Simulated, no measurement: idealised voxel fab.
process module | voxel spacer lines
cross-section cut | 300 nm wide | cells 5 nm
A cross-section is a grid of square cells, given in bands from the top down. A band is one or more rows of cells.
Each band's line starts with the height of the band's top and of its bottom, in nm. Then come its materials from left to right, each with its width in nm. One material with "throughout" fills the band from edge to edge. "air" is empty space.
Height 0 is the level under which the wafer as received is all one material. The lowest band goes on downwards, as in "0 down".
A width such as "30 to 40" changes by the same amount from each row of cells to the next, from the band's top row to its bottom row.
"no change" after a step means that no cell of the cross-section changed.
closed voids: empty space of 8 cells or more with no open way to the top, each as width x height at its distance from the left edge, in nm
after a step's settings: what the simulator itself notes on the step
overlay nm, on a step with a mask: how far to the right of its planned place the mask lay; to the left if negative
plan
1 op RECEIVE | material Si
2 op CONFORMAL_DEP | material Al2O3 | thk nm 10
3 op DIRECTIONAL_DEP | material W | thk nm 15
4 op DIRECTIONAL_DEP | material polySi | thk nm 25
5 op PATTERN | tone cover | mask id MANDREL | material resist | width nm 15 | pitch nm 50 | thk nm 30 | overlay nm 0
6 op DIRECTIONAL_ETCH | etch materials polySi | depth nm 25
7 op STRIP | etch materials resist
8 op CONFORMAL_DEP | material SiO2 | thk nm 10
9 op DIRECTIONAL_ETCH | etch materials SiO2 | depth nm 10
10 op STRIP | etch materials polySi
11 op DIRECTIONAL_ETCH | etch materials W | depth nm 15
12 op STRIP | etch materials SiO2
13 op FILL_DEP | material SiO2 | thk nm 5
14 op CMP | height nm 25
as received, after step 1
  0 down: Si throughout
  closed voids: none
first wafer at the end, as planned
  25 to 10: SiO2 105 | W 10 | SiO2 15 | W 10 | SiO2 15 | W 10 | SiO2 15 | W 10 | SiO2 110
  10 to 0: Al2O3 throughout
  0 down: Si throughout
  closed voids: none
second wafer at the end: like start, like plan, one mistake
  25 to 15: Al2O3 throughout
  15 to 0: W throughout
  0 down: Si throughout
  closed voids: none
what went wrong: steps 2 and 3 were swapped
at the end the second wafer has, in cells: 156 fewer of SiO2 | 156 more of W
